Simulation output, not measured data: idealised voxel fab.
Name of the process module below: voxel self aligned vias
Displayed cross-section: cut, width of 240 nm, square cells sized 5 nm.
Cross-section layout: square cells on a grid; listed as bands, top to bottom; a band spans one or more cell rows.
Per band: top height and bottom height in nm, followed by the left-to-right materials and their widths in nm; "everywhere" marks a single material spanning edge to edge, "air" marks empty space.
Where do heights start? At 0: under that level the wafer as delivered is made of one material only. And the lowest band has no floor; it just carries on downward, as in "from 0 down".
So if you see something like "30->40" for the width, read it as the top row of the band sitting at the first number and the bottom row at the second, with every row in between moving by the same amount as the last.
"everything unchanged" means the step left every cell of the cross-section as it was.
Closed-off voids of 8+ cells (no open route to the top) go in "Entrapped voids", written width x height at distance from the left edge, in nm.
That trailing text on a step's line, after the settings, is the simulator's own remark on the step.
Regarding "overlay nm": on a step with a mask, it is the distance the mask lay to the right of its planned place; a negative value places it to the left.
Guide to the pairs. Each holds a before and an after cross-section around one process step; the after cross-section is cut off at the lowest band that changed. Look under the pair for the step between them and its settings. Pairs can come from different runs of this module on the same starting wafer, so a pair follows on from the one above it only where its entry headed "Preceding state" says it does.
Preceding state:
    from 0 down | Si everywhere
    Entrapped voids: none
Step Result:
    from 15 to 0 | SiO2 everywhere
    Under 0: no change, same as before.
    Entrapped voids: none
The step occurring between the two cross-sections depicted above is identified as CONFORMAL_DEP, material SiO2, thk nm 15
Preceding state: The prior state of this step coincides with the post-step cross-section of the pair just above.
Step Result:
    from 20 to 15 | SiCN everywhere
    Under 15: no change, same as before.
    Entrapped voids: none
The step occurring between the two cross-sections depicted above is identified as CONFORMAL_DEP, material SiCN, thk nm 5
Preceding state: The prior state of this step coincides with the post-step cross-section of the pair just above.
Step Result:
    from 50 to 20 | SiO2 everywhere
    Under 20: no change, same as before.
    Entrapped voids: none
The step occurring between the two cross-sections depicted above is identified as DIRECTIONAL_DEP, material SiO2, thk nm 30
Preceding state: The prior state of this step coincides with the post-step cross-section of the pair just above.
Step Result:
    from 60 to 50 | aC everywhere
    Under 50: no change, same as before.
    Entrapped voids: none
The step occurring between the two cross-sections depicted above is identified as DIRECTIONAL_DEP, material aC, thk nm 10
Preceding state: The prior state of this step coincides with the post-step cross-section of the pair just above.
Step Result:
    from 90 to 60 | resist=60, air=20, resist=30, air=20, resist=30, air=20, resist=60
    Under 60: no change, same as before.
    Entrapped voids: none
The step occurring between the two cross-sections depicted above is identified as PATTERN, tone open, mask id LINES, material resist, width nm 20, pitch nm 50, thk nm 30, overlay nm 0
Preceding state: The prior state of this step coincides with the post-step cross-section of the pair just above.
Step Result:
    from 80 to 60 | resist=60, air=20, resist=30, air=20, resist=30, air=20, resist=60
    from 60 to 50 | aC=60, air=20, aC=30, air=20, aC=30, air=20, aC=60
    Under 50: no change, same as before.
    Entrapped voids: none
The step occurring between the two cross-sections depicted above is identified as DIRECTIONAL_ETCH, etch materials aC, depth nm 10
Preceding state: The prior state of this step coincides with the post-step cross-section of the pair just above.
Step Result:
    from 60 to 50 | aC=60, air=20, aC=30, air=20, aC=30, air=20, aC=60
    Under 50: no change, same as before.
    Entrapped voids: none
The step occurring between the two cross-sections depicted above is identified as STRIP, etch materials resist
Preceding state: The prior state of this step coincides with the post-step cross-section of the pair just above.
Step Result:
    from 60 to 50 | aC=60, air=20, aC=30, air=20, aC=30, air=20, aC=60
    from 50 to 20 | SiO2=60, air=20, SiO2=30, air=20, SiO2=30, air=20, SiO2=60
    Under 20: no change, same as before.
    Entrapped voids: none
The step occurring between the two cross-sections depicted above is identified as DIRECTIONAL_ETCH, etch materials SiO2, depth nm 30
Preceding state: The prior state of this step coincides with the post-step cross-section of the pair just above.
Step Result:
    from 50 to 20 | SiO2=60, air=20, SiO2=30, air=20, SiO2=30, air=20, SiO2=60
    Under 20: no change, same as before.
    Entrapped voids: none
The step occurring between the two cross-sections depicted above is identified as STRIP, etch materials aC
Preceding state: The prior state of this step coincides with the post-step cross-section of the pair just above.
Step Result:
    from 55 to 50 | TiN=65, air=10, TiN=40, air=10, TiN=40, air=10, TiN=65
    from 50 to 25 | SiO2=60, TiN=5, air=10, TiN=5, SiO2=30, TiN=5, air=10, TiN=5, SiO2=30, TiN=5, air=10, TiN=5, SiO2=60
    from 25 to 20 | SiO2=60, TiN=20, SiO2=30, TiN=20, SiO2=30, TiN=20, SiO2=60
    Under 20: no change, same as before.
    Entrapped voids: none
The step occurring between the two cross-sections depicted above is identified as CONFORMAL_DEP, material TiN, thk nm 5
Preceding state: The prior state of this step coincides with the post-step cross-section of the pair just above.
Step Result:
    from 60 to 55 | Ru everywhere
    from 55 to 50 | TiN=65, Ru=10, TiN=40, Ru=10, TiN=40, Ru=10, TiN=65
    from 50 to 25 | SiO2=60, TiN=5, Ru=10, TiN=5, SiO2=30, TiN=5, Ru=10, TiN=5, SiO2=30, TiN=5, Ru=10, TiN=5, SiO2=60
    Under 25: no change, same as before.
    Entrapped voids: none
The step occurring between the two cross-sections depicted above is identified as FILL_DEP, material Ru, thk nm 5
Preceding state: The prior state of this step coincides with the post-step cross-section of the pair just above.
Step Result:
    from 50 to 25 | SiO2=60, TiN=5, Ru=10, TiN=5, SiO2=30, TiN=5, Ru=10, TiN=5, SiO2=30, TiN=5, Ru=10, TiN=5, SiO2=60
    Under 25: no change, same as before.
    Entrapped voids: none
The step occurring between the two cross-sections depicted above is identified as CMP, height nm 50
Preceding state: The prior state of this step coincides with the post-step cross-section of the pair just above.
Step Result:
    from 50 to 45 | SiO2=60, air=20, SiO2=30, air=20, SiO2=30, air=20, SiO2=60
    Under 45: no change, same as before.
    Entrapped voids: none
The step occurring between the two cross-sections depicted above is identified as SELECTIVE_ETCH, etch materials W Ru TiN, depth nm 5
Preceding state: The prior state of this step coincides with the post-step cross-section of the pair just above.
Step Result:
    from 55 to 50 | SiN everywhere
    from 50 to 45 | SiO2=60, SiN=20, SiO2=30, SiN=20, SiO2=30, SiN=20, SiO2=60
    Under 45: no change, same as before.
    Entrapped voids: none
The step occurring between the two cross-sections depicted above is identified as FILL_DEP, material SiN, thk nm 5
Preceding state: The prior state of this step coincides with the post-step cross-section of the pair just above.
Step Result:
    from 50 to 45 | SiO2=60, SiN=20, SiO2=30, SiN=20, SiO2=30, SiN=20, SiO2=60
    Under 45: no change, same as before.
    Entrapped voids: none
The step occurring between the two cross-sections depicted above is identified as CMP, height nm 50
Preceding state: The prior state of this step coincides with the post-step cross-section of the pair just above.
Step Result:
    from 70 to 50 | SiO2 everywhere
    Under 50: no change, same as before.
    Entrapped voids: none
The step occurring between the two cross-sections depicted above is identified as DIRECTIONAL_DEP, material SiO2, thk nm 20
Preceding state: The prior state of this step coincides with the post-step cross-section of the pair just above.
Step Result:
    from 90 to 70 | resist=55, air=30, resist=70, air=30, resist=55
    Under 70: no change, same as before.
    Entrapped voids: none
The step occurring between the two cross-sections depicted above is identified as PATTERN, tone open, mask id VIAS, material resist, width nm 30, pitch nm 100, thk nm 20, overlay nm 0
Preceding state: The prior state of this step coincides with the post-step cross-section of the pair just above.
Step Result:
    from 90 to 70 | resist=55, air=30, resist=70, air=30, resist=55
    from 70 to 50 | SiO2=55, air=30, SiO2=70, air=30, SiO2=55
    Under 50: no change, same as before.
    Entrapped voids: none
The step occurring between the two cross-sections depicted above is identified as DIRECTIONAL_ETCH, etch materials SiO2, depth nm 20
Preceding state: The prior state of this step coincides with the post-step cross-section of the pair just above.
Step Result:
    from 90 to 70 | resist=55, air=30, resist=70, air=30, resist=55
    from 70 to 50 | SiO2=55, air=30, SiO2=70, air=30, SiO2=55
    from 50 to 45 | SiO2=60, air=20, SiO2=30, SiN=20, SiO2=30, air=20, SiO2=60
    Under 45: no change, same as before.
    Entrapped voids: none
The step occurring between the two cross-sections depicted above is identified as DIRECTIONAL_ETCH, etch materials SiN, depth nm 5
Preceding state: The prior state of this step coincides with the post-step cross-section of the pair just above.
Step Result:
    from 70 to 50 | SiO2=55, air=30, SiO2=70, air=30, SiO2=55
    Under 50: no change, same as before.
    Entrapped voids: none
The step occurring between the two cross-sections depicted above is identified as STRIP, etch materials resist
Preceding state: The prior state of this step coincides with the post-step cross-section of the pair just above.
Step Result:
    from 75 to 70 | TiN=60, air=20, TiN=80, air=20, TiN=60
    from 70 to 55 | SiO2=55, TiN=5, air=20, TiN=5, SiO2=70, TiN=5, air=20, TiN=5, SiO2=55
    from 55 to 50 | SiO2=55, TiN=10, air=10, TiN=10, SiO2=70, TiN=10, air=10, TiN=10, SiO2=55
    from 50 to 45 | SiO2=60, TiN=20, SiO2=30, SiN=20, SiO2=30, TiN=20, SiO2=60
    Under 45: no change, same as before.
    Entrapped voids: none
The step occurring between the two cross-sections depicted above is identified as CONFORMAL_DEP, material TiN, thk nm 5
Preceding state: The prior state of this step coincides with the post-step cross-section of the pair just above.
Step Result:
    from 80 to 75 | Cu everywhere
    from 75 to 70 | TiN=60, Cu=20, TiN=80, Cu=20, TiN=60
    from 70 to 55 | SiO2=55, TiN=5, Cu=20, TiN=5, SiO2=70, TiN=5, Cu=20, TiN=5, SiO2=55
    from 55 to 50 | SiO2=55, TiN=10, Cu=10, TiN=10, SiO2=70, TiN=10, Cu=10, TiN=10, SiO2=55
    Under 50: no change, same as before.
    Entrapped voids: none
The step occurring between the two cross-sections depicted above is identified as FILL_DEP, material Cu, thk nm 5
Preceding state: The prior state of this step coincides with the post-step cross-section of the pair just above.
Step Result:
    from 70 to 55 | SiO2=55, TiN=5, Cu=20, TiN=5, SiO2=70, TiN=5, Cu=20, TiN=5, SiO2=55
    Under 55: no change, same as before.
    Entrapped voids: none
The step occurring between the two cross-sections depicted above is identified as CMP, height nm 70
Preceding state: The prior state of this step coincides with the post-step cross-section of the pair just above.
Step Result:
    from 75 to 70 | SiN everywhere
    Under 70: no change, same as before.
    Entrapped voids: none
The step occurring between the two cross-sections depicted above is identified as CONFORMAL_DEP, material SiN, thk nm 5
Preceding state:
    from 15 to 0 | SiO2 everywhere
    from 0 down | Si everywhere
    Entrapped voids: none
Step Result:
    from 45 to 0 | SiO2 everywhere
    Under 0: no change, same as before.
    Entrapped voids: none
The step occurring between the two cross-sections depicted above is identified as DIRECTIONAL_DEP, material SiO2, thk nm 30
Preceding state: The prior state of this step coincides with the post-step cross-section of the pair just above.
Step Result:
    from 55 to 45 | aC everywhere
    Under 45: no change, same as before.
    Entrapped voids: none
The step occurring between the two cross-sections depicted above is identified as DIRECTIONAL_DEP, material aC, thk nm 10
Preceding state: The prior state of this step coincides with the post-step cross-section of the pair just above.
Step Result:
    from 85 to 55 | resist=60, air=20, resist=30, air=20, resist=30, air=20, resist=60
    Under 55: no change, same as before.
    Entrapped voids: none
The step occurring between the two cross-sections depicted above is identified as PATTERN, tone open, mask id LINES, material resist, width nm 20, pitch nm 50, thk nm 30, overlay nm 0
Preceding state: The prior state of this step coincides with the post-step cross-section of the pair just above.
Step Result:
    from 75 to 55 | resist=60, air=20, resist=30, air=20, resist=30, air=20, resist=60
    from 55 to 45 | aC=60, air=20, aC=30, air=20, aC=30, air=20, aC=60
    Under 45: no change, same as before.
    Entrapped voids: none
The step occurring between the two cross-sections depicted above is identified as DIRECTIONAL_ETCH, etch materials aC, depth nm 10
Preceding state: The prior state of this step coincides with the post-step cross-section of the pair just above.
Step Result:
    from 55 to 45 | aC=60, air=20, aC=30, air=20, aC=30, air=20, aC=60
    Under 45: no change, same as before.
    Entrapped voids: none
The step occurring between the two cross-sections depicted above is identified as STRIP, etch materials resist
Preceding state: The prior state of this step coincides with the post-step cross-section of the pair just above.
Step Result:
    from 55 to 45 | aC=60, air=20, aC=30, air=20, aC=30, air=20, aC=60
    from 45 to 15 | SiO2=60, air=20, SiO2=30, air=20, SiO2=30, air=20, SiO2=60
    Under 15: no change, same as before.
    Entrapped voids: none
The step occurring between the two cross-sections depicted above is identified as DIRECTIONAL_ETCH, etch materials SiO2, depth nm 30
Preceding state: The prior state of this step coincides with the post-step cross-section of the pair just above.
Step Result:
    from 45 to 15 | SiO2=60, air=20, SiO2=30, air=20, SiO2=30, air=20, SiO2=60
    Under 15: no change, same as before.
    Entrapped voids: none
The step occurring between the two cross-sections depicted above is identified as STRIP, etch materials aC
Preceding state: The prior state of this step coincides with the post-step cross-section of the pair just above.
Step Result:
    from 50 to 45 | TiN=65, air=10, TiN=40, air=10, TiN=40, air=10, TiN=65
    from 45 to 20 | SiO2=60, TiN=5, air=10, TiN=5, SiO2=30, TiN=5, air=10, TiN=5, SiO2=30, TiN=5, air=10, TiN=5, SiO2=60
    from 20 to 15 | SiO2=60, TiN=20, SiO2=30, TiN=20, SiO2=30, TiN=20, SiO2=60
    Under 15: no change, same as before.
    Entrapped voids: none
The step occurring between the two cross-sections depicted above is identified as CONFORMAL_DEP, material TiN, thk nm 5
Preceding state: The prior state of this step coincides with the post-step cross-section of the pair just above.
Step Result:
    from 55 to 50 | Ru everywhere
    from 50 to 45 | TiN=65, Ru=10, TiN=40, Ru=10, TiN=40, Ru=10, TiN=65
    from 45 to 20 | SiO2=60, TiN=5, Ru=10, TiN=5, SiO2=30, TiN=5, Ru=10, TiN=5, SiO2=30, TiN=5, Ru=10, TiN=5, SiO2=60
    Under 20: no change, same as before.
    Entrapped voids: none
The step occurring between the two cross-sections depicted above is identified as FILL_DEP, material Ru, thk nm 5
Preceding state: The prior state of this step coincides with the post-step cross-section of the pair just above.
Step Result:
    from 50 to 45 | TiN=65, Ru=10, TiN=40, Ru=10, TiN=40, Ru=10, TiN=65
    Under 45: no change, same as before.
    Entrapped voids: none
The step occurring between the two cross-sections depicted above is identified as CMP, height nm 50
Preceding state: The prior state of this step coincides with the post-step cross-section of the pair just above.
Step Result:
    from 45 to 20 | SiO2=60, TiN=5, Ru=10, TiN=5, SiO2=30, TiN=5, Ru=10, TiN=5, SiO2=30, TiN=5, Ru=10, TiN=5, SiO2=60
    Under 20: no change, same as before.
    Entrapped voids: none
The step occurring between the two cross-sections depicted above is identified as SELECTIVE_ETCH, etch materials W Ru TiN, depth nm 5
Preceding state: The prior state of this step coincides with the post-step cross-section of the pair just above.
Step Result:
    from 50 to 45 | SiN everywhere
    Under 45: no change, same as before.
    Entrapped voids: none
The step occurring between the two cross-sections depicted above is identified as FILL_DEP, material SiN, thk nm 5
Preceding state: The prior state of this step coincides with the post-step cross-section of the pair just above.
Step Result:
    from 70 to 50 | SiO2 everywhere
    Under 50: no change, same as before.
    Entrapped voids: none
The step occurring between the two cross-sections depicted above is identified as DIRECTIONAL_DEP, material SiO2, thk nm 20
Preceding state: The prior state of this step coincides with the post-step cross-section of the pair just above.
Step Result:
    from 90 to 70 | resist=55, air=30, resist=70, air=30, resist=55
    Under 70: no change, same as before.
    Entrapped voids: none
The step occurring between the two cross-sections depicted above is identified as PATTERN, tone open, mask id VIAS, material resist, width nm 30, pitch nm 100, thk nm 20, overlay nm 0
Preceding state: The prior state of this step coincides with the post-step cross-section of the pair just above.
Step Result:
    from 90 to 70 | resist=55, air=30, resist=70, air=30, resist=55
    from 70 to 50 | SiO2=55, air=30, SiO2=70, air=30, SiO2=55
    Under 50: no change, same as before.
    Entrapped voids: none
The step occurring between the two cross-sections depicted above is identified as DIRECTIONAL_ETCH, etch materials SiO2, depth nm 20
Preceding state: The prior state of this step coincides with the post-step cross-section of the pair just above.
Step Result:
    from 90 to 70 | resist=55, air=30, resist=70, air=30, resist=55
    from 70 to 50 | SiO2=55, air=30, SiO2=70, air=30, SiO2=55
    from 50 to 45 | SiN=55, air=30, SiN=70, air=30, SiN=55
    Under 45: no change, same as before.
    Entrapped voids: none
The step occurring between the two cross-sections depicted above is identified as DIRECTIONAL_ETCH, etch materials SiN, depth nm 5
Preceding state: The prior state of this step coincides with the post-step cross-section of the pair just above.
Step Result:
    from 70 to 50 | SiO2=55, air=30, SiO2=70, air=30, SiO2=55
    Under 50: no change, same as before.
    Entrapped voids: none
The step occurring between the two cross-sections depicted above is identified as STRIP, etch materials resist
Preceding state: The prior state of this step coincides with the post-step cross-section of the pair just above.
Step Result:
    from 75 to 70 | TiN=60, air=20, TiN=80, air=20, TiN=60
    from 70 to 50 | SiO2=55, TiN=5, air=20, TiN=5, SiO2=70, TiN=5, air=20, TiN=5, SiO2=55
    from 50 to 45 | SiN=55, TiN=30, SiN=70, TiN=30, SiN=55
    Under 45: no change, same as before.
    Entrapped voids: none
The step occurring between the two cross-sections depicted above is identified as CONFORMAL_DEP, material TiN, thk nm 5
Preceding state: The prior state of this step coincides with the post-step cross-section of the pair just above.
Step Result:
    from 80 to 75 | Cu everywhere
    from 75 to 70 | TiN=60, Cu=20, TiN=80, Cu=20, TiN=60
    from 70 to 50 | SiO2=55, TiN=5, Cu=20, TiN=5, SiO2=70, TiN=5, Cu=20, TiN=5, SiO2=55
    Under 50: no change, same as before.
    Entrapped voids: none
The step occurring between the two cross-sections depicted above is identified as FILL_DEP, material Cu, thk nm 5
Preceding state: The prior state of this step coincides with the post-step cross-section of the pair just above.
Step Result:
    from 70 to 50 | SiO2=55, TiN=5, Cu=20, TiN=5, SiO2=70, TiN=5, Cu=20, TiN=5, SiO2=55
    Under 50: no change, same as before.
    Entrapped voids: none
The step occurring between the two cross-sections depicted above is identified as CMP, height nm 70
Preceding state: The prior state of this step coincides with the post-step cross-section of the pair just above.
Step Result:
    from 75 to 70 | SiN everywhere
    Under 70: no change, same as before.
    Entrapped voids: none
The step occurring between the two cross-sections depicted above is identified as CONFORMAL_DEP, material SiN, thk nm 5
Preceding state:
    from 90 to 70 | resist=55, air=30, resist=70, air=30, resist=55
    from 70 to 50 | SiO2=55, air=30, SiO2=70, air=30, SiO2=55
    from 50 to 45 | SiO2=60, SiN=20, SiO2=30, SiN=20, SiO2=30, SiN=20, SiO2=60
    from 45 to 25 | SiO2=60, TiN=5, Ru=10, TiN=5, SiO2=30, TiN=5, Ru=10, TiN=5, SiO2=30, TiN=5, Ru=10, TiN=5, SiO2=60
    from 25 to 20 | SiO2=60, TiN=20, SiO2=30, TiN=20, SiO2=30, TiN=20, SiO2=60
    from 20 to 15 | SiCN everywhere
    from 15 to 0 | SiO2 everywhere
    from 0 down | Si everywhere
    Entrapped voids: none
Step Result:
    from 90 to 70 | resist=55, air=30, resist=70, air=30, resist=55
    from 70 to 50 | SiO2=55, air=30, SiO2=70, air=30, SiO2=55
    from 50 to 45 | SiO2=55, air=5, SiN=20, air=5, SiO2=25, SiN=20, SiO2=25, air=5, SiN=20, air=5, SiO2=55
    from 45 to 30 | SiO2=55, air=5, TiN=5, Ru=10, TiN=5, air=5, SiO2=25, TiN=5, Ru=10, TiN=5, SiO2=25, air=5, TiN=5, Ru=10, TiN=5, air=5, SiO2=55
    Under 30: no change, same as before.
    Entrapped voids: none
The step occurring between the two cross-sections depicted above is identified as DIRECTIONAL_ETCH, etch materials SiO2, depth nm 20
Preceding state: The prior state of this step coincides with the post-step cross-section of the pair just above.
Step Result:
    from 90 to 70 | resist=55, air=30, resist=70, air=30, resist=55
    from 70 to 50 | SiO2=55, air=30, SiO2=70, air=30, SiO2=55
    from 50 to 45 | SiO2=55, air=30, SiO2=25, SiN=20, SiO2=25, air=30, SiO2=55
    Under 45: no change, same as before.
    Entrapped voids: none
The step occurring between the two cross-sections depicted above is identified as DIRECTIONAL_ETCH, etch materials SiN, depth nm 5
Preceding state: The prior state of this step coincides with the post-step cross-section of the pair just above.
Step Result:
    from 70 to 50 | SiO2=55, air=30, SiO2=70, air=30, SiO2=55
    Under 50: no change, same as before.
    Entrapped voids: none
The step occurring between the two cross-sections depicted above is identified as STRIP, etch materials resist
Preceding state: The prior state of this step coincides with the post-step cross-section of the pair just above.
Step Result:
    from 75 to 70 | TiN=60, air=20, TiN=80, air=20, TiN=60
    from 70 to 50 | SiO2=55, TiN=5, air=20, TiN=5, SiO2=70, TiN=5, air=20, TiN=5, SiO2=55
    from 50 to 45 | SiO2=55, TiN=30, SiO2=25, SiN=20, SiO2=25, TiN=30, SiO2=55
    from 45 to 30 | SiO2=55, TiN=10, Ru=10, TiN=10, SiO2=25, TiN=5, Ru=10, TiN=5, SiO2=25, TiN=10, Ru=10, TiN=10, SiO2=55
    Under 30: no change, same as before.
    Entrapped voids: none
The step occurring between the two cross-sections depicted above is identified as CONFORMAL_DEP, material TiN, thk nm 5
Preceding state: The prior state of this step coincides with the post-step cross-section of the pair just above.
Step Result:
    from 80 to 75 | Cu everywhere
    from 75 to 70 | TiN=60, Cu=20, TiN=80, Cu=20, TiN=60
    from 70 to 50 | SiO2=55, TiN=5, Cu=20, TiN=5, SiO2=70, TiN=5, Cu=20, TiN=5, SiO2=55
    Under 50: no change, same as before.
    Entrapped voids: none
The step occurring between the two cross-sections depicted above is identified as FILL_DEP, material Cu, thk nm 5
Preceding state: The prior state of this step coincides with the post-step cross-section of the pair just above.
Step Result:
    from 70 to 50 | SiO2=55, TiN=5, Cu=20, TiN=5, SiO2=70, TiN=5, Cu=20, TiN=5, SiO2=55
    Under 50: no change, same as before.
    Entrapped voids: none
The step occurring between the two cross-sections depicted above is identified as CMP, height nm 70
Preceding state: The prior state of this step coincides with the post-step cross-section of the pair just above.
Step Result:
    from 75 to 70 | SiN everywhere
    Under 70: no change, same as before.
    Entrapped voids: none
The step occurring between the two cross-sections depicted above is identified as CONFORMAL_DEP, material SiN, thk nm 5
Preceding state:
    from 0 down | Si everywhere
    Entrapped voids: none
Step Result:
    from 5 to 0 | SiCN everywhere
    Under 0: no change, same as before.
    Entrapped voids: none
The step occurring between the two cross-sections depicted above is identified as CONFORMAL_DEP, material SiCN, thk nm 5
Preceding state: The prior state of this step coincides with the post-step cross-section of the pair just above.
Step Result:
    from 20 to 5 | SiO2 everywhere
    Under 5: no change, same as before.
    Entrapped voids: none
The step occurring between the two cross-sections depicted above is identified as CONFORMAL_DEP, material SiO2, thk nm 15
Preceding state: The prior state of this step coincides with the post-step cross-section of the pair just above.
Step Result:
    from 50 to 5 | SiO2 everywhere
    Under 5: no change, same as before.
    Entrapped voids: none
The step occurring between the two cross-sections depicted above is identified as DIRECTIONAL_DEP, material SiO2, thk nm 30
Preceding state: The prior state of this step coincides with the post-step cross-section of the pair just above.
Step Result:
    from 60 to 50 | aC everywhere
    Under 50: no change, same as before.
    Entrapped voids: none
The step occurring between the two cross-sections depicted above is identified as DIRECTIONAL_DEP, material aC, thk nm 10
Preceding state: The prior state of this step coincides with the post-step cross-section of the pair just above.
Step Result:
    from 90 to 60 | resist=60, air=20, resist=30, air=20, resist=30, air=20, resist=60
    Under 60: no change, same as before.
    Entrapped voids: none
The step occurring between the two cross-sections depicted above is identified as PATTERN, tone open, mask id LINES, material resist, width nm 20, pitch nm 50, thk nm 30, overlay nm 0
Preceding state: The prior state of this step coincides with the post-step cross-section of the pair just above.
Step Result:
    from 80 to 60 | resist=60, air=20, resist=30, air=20, resist=30, air=20, resist=60
    from 60 to 50 | aC=60, air=20, aC=30, air=20, aC=30, air=20, aC=60
    Under 50: no change, same as before.
    Entrapped voids: none
The step occurring between the two cross-sections depicted above is identified as DIRECTIONAL_ETCH, etch materials aC, depth nm 10
Preceding state: The prior state of this step coincides with the post-step cross-section of the pair just above.
Step Result:
    from 60 to 50 | aC=60, air=20, aC=30, air=20, aC=30, air=20, aC=60
    Under 50: no change, same as before.
    Entrapped voids: none
The step occurring between the two cross-sections depicted above is identified as STRIP, etch materials resist
Preceding state: The prior state of this step coincides with the post-step cross-section of the pair just above.
Step Result:
    from 60 to 50 | aC=60, air=20, aC=30, air=20, aC=30, air=20, aC=60
    from 50 to 20 | SiO2=60, air=20, SiO2=30, air=20, SiO2=30, air=20, SiO2=60
    Under 20: no change, same as before.
    Entrapped voids: none
The step occurring between the two cross-sections depicted above is identified as DIRECTIONAL_ETCH, etch materials SiO2, depth nm 30
Preceding state: The prior state of this step coincides with the post-step cross-section of the pair just above.
Step Result:
    from 50 to 20 | SiO2=60, air=20, SiO2=30, air=20, SiO2=30, air=20, SiO2=60
    Under 20: no change, same as before.
    Entrapped voids: none
The step occurring between the two cross-sections depicted above is identified as STRIP, etch materials aC
Preceding state: The prior state of this step coincides with the post-step cross-section of the pair just above.
Step Result:
    from 55 to 50 | TiN=65, air=10, TiN=40, air=10, TiN=40, air=10, TiN=65
    from 50 to 25 | SiO2=60, TiN=5, air=10, TiN=5, SiO2=30, TiN=5, air=10, TiN=5, SiO2=30, TiN=5, air=10, TiN=5, SiO2=60
    from 25 to 20 | SiO2=60, TiN=20, SiO2=30, TiN=20, SiO2=30, TiN=20, SiO2=60
    Under 20: no change, same as before.
    Entrapped voids: none
The step occurring between the two cross-sections depicted above is identified as CONFORMAL_DEP, material TiN, thk nm 5
Preceding state: The prior state of this step coincides with the post-step cross-section of the pair just above.
Step Result:
    from 60 to 55 | Ru everywhere
    from 55 to 50 | TiN=65, Ru=10, TiN=40, Ru=10, TiN=40, Ru=10, TiN=65
    from 50 to 25 | SiO2=60, TiN=5, Ru=10, TiN=5, SiO2=30, TiN=5, Ru=10, TiN=5, SiO2=30, TiN=5, Ru=10, TiN=5, SiO2=60
    Under 25: no change, same as before.
    Entrapped voids: none
The step occurring between the two cross-sections depicted above is identified as FILL_DEP, material Ru, thk nm 5
Preceding state: The prior state of this step coincides with the post-step cross-section of the pair just above.
Step Result:
    from 50 to 25 | SiO2=60, TiN=5, Ru=10, TiN=5, SiO2=30, TiN=5, Ru=10, TiN=5, SiO2=30, TiN=5, Ru=10, TiN=5, SiO2=60
    Under 25: no change, same as before.
    Entrapped voids: none
The step occurring between the two cross-sections depicted above is identified as CMP, height nm 50
Preceding state: The prior state of this step coincides with the post-step cross-section of the pair just above.
Step Result:
    from 50 to 45 | SiO2=60, air=20, SiO2=30, air=20, SiO2=30, air=20, SiO2=60
    Under 45: no change, same as before.
    Entrapped voids: none
The step occurring between the two cross-sections depicted above is identified as SELECTIVE_ETCH, etch materials W Ru TiN, depth nm 5
Preceding state: The prior state of this step coincides with the post-step cross-section of the pair just above.
Step Result:
    from 55 to 50 | SiN everywhere
    from 50 to 45 | SiO2=60, SiN=20, SiO2=30, SiN=20, SiO2=30, SiN=20, SiO2=60
    Under 45: no change, same as before.
    Entrapped voids: none
The step occurring between the two cross-sections depicted above is identified as FILL_DEP, material SiN, thk nm 5
Preceding state: The prior state of this step coincides with the post-step cross-section of the pair just above.
Step Result:
    from 50 to 45 | SiO2=60, SiN=20, SiO2=30, SiN=20, SiO2=30, SiN=20, SiO2=60
    Under 45: no change, same as before.
    Entrapped voids: none
The step occurring between the two cross-sections depicted above is identified as CMP, height nm 50
Preceding state: The prior state of this step coincides with the post-step cross-section of the pair just above.
Step Result:
    from 70 to 50 | SiO2 everywhere
    Under 50: no change, same as before.
    Entrapped voids: none
The step occurring between the two cross-sections depicted above is identified as DIRECTIONAL_DEP, material SiO2, thk nm 20
Preceding state: The prior state of this step coincides with the post-step cross-section of the pair just above.
Step Result:
    from 90 to 70 | resist=55, air=30, resist=70, air=30, resist=55
    Under 70: no change, same as before.
    Entrapped voids: none
The step occurring between the two cross-sections depicted above is identified as PATTERN, tone open, mask id VIAS, material resist, width nm 30, pitch nm 100, thk nm 20, overlay nm 0
Preceding state: The prior state of this step coincides with the post-step cross-section of the pair just above.
Step Result:
    from 90 to 70 | resist=55, air=30, resist=70, air=30, resist=55
    from 70 to 50 | SiO2=55, air=30, SiO2=70, air=30, SiO2=55
    Under 50: no change, same as before.
    Entrapped voids: none
The step occurring between the two cross-sections depicted above is identified as DIRECTIONAL_ETCH, etch materials SiO2, depth nm 20
Preceding state: The prior state of this step coincides with the post-step cross-section of the pair just above.
Step Result:
    from 90 to 70 | resist=55, air=30, resist=70, air=30, resist=55
    from 70 to 50 | SiO2=55, air=30, SiO2=70, air=30, SiO2=55
    from 50 to 45 | SiO2=60, air=20, SiO2=30, SiN=20, SiO2=30, air=20, SiO2=60
    Under 45: no change, same as before.
    Entrapped voids: none
The step occurring between the two cross-sections depicted above is identified as DIRECTIONAL_ETCH, etch materials SiN, depth nm 5
Preceding state: The prior state of this step coincides with the post-step cross-section of the pair just above.
Step Result:
    from 70 to 50 | SiO2=55, air=30, SiO2=70, air=30, SiO2=55
    Under 50: no change, same as before.
    Entrapped voids: none
The step occurring between the two cross-sections depicted above is identified as STRIP, etch materials resist
Preceding state: The prior state of this step coincides with the post-step cross-section of the pair just above.
Step Result:
    from 75 to 70 | TiN=60, air=20, TiN=80, air=20, TiN=60
    from 70 to 55 | SiO2=55, TiN=5, air=20, TiN=5, SiO2=70, TiN=5, air=20, TiN=5, SiO2=55
    from 55 to 50 | SiO2=55, TiN=10, air=10, TiN=10, SiO2=70, TiN=10, air=10, TiN=10, SiO2=55
    from 50 to 45 | SiO2=60, TiN=20, SiO2=30, SiN=20, SiO2=30, TiN=20, SiO2=60
    Under 45: no change, same as before.
    Entrapped voids: none
The step occurring between the two cross-sections depicted above is identified as CONFORMAL_DEP, material TiN, thk nm 5
Preceding state: The prior state of this step coincides with the post-step cross-section of the pair just above.
Step Result:
    from 80 to 75 | Cu everywhere
    from 75 to 70 | TiN=60, Cu=20, TiN=80, Cu=20, TiN=60
    from 70 to 55 | SiO2=55, TiN=5, Cu=20, TiN=5, SiO2=70, TiN=5, Cu=20, TiN=5, SiO2=55
    from 55 to 50 | SiO2=55, TiN=10, Cu=10, TiN=10, SiO2=70, TiN=10, Cu=10, TiN=10, SiO2=55
    Under 50: no change, same as before.
    Entrapped voids: none
The step occurring between the two cross-sections depicted above is identified as FILL_DEP, material Cu, thk nm 5
Preceding state: The prior state of this step coincides with the post-step cross-section of the pair just above.
Step Result:
    from 70 to 55 | SiO2=55, TiN=5, Cu=20, TiN=5, SiO2=70, TiN=5, Cu=20, TiN=5, SiO2=55
    Under 55: no change, same as before.
    Entrapped voids: none
The step occurring between the two cross-sections depicted above is identified as CMP, height nm 70
Preceding state: The prior state of this step coincides with the post-step cross-section of the pair just above.
Step Result:
    from 75 to 70 | SiN everywhere
    Under 70: no change, same as before.
    Entrapped voids: none
The step occurring between the two cross-sections depicted above is identified as CONFORMAL_DEP, material SiN, thk nm 5
Preceding state:
    from 0 down | Si everywhere
    Entrapped voids: none
Step Result:
    from 25 to 0 | SiO2 everywhere
    Under 0: no change, same as before.
    Entrapped voids: none
The step occurring between the two cross-sections depicted above is identified as CONFORMAL_DEP, material SiO2, thk nm 25
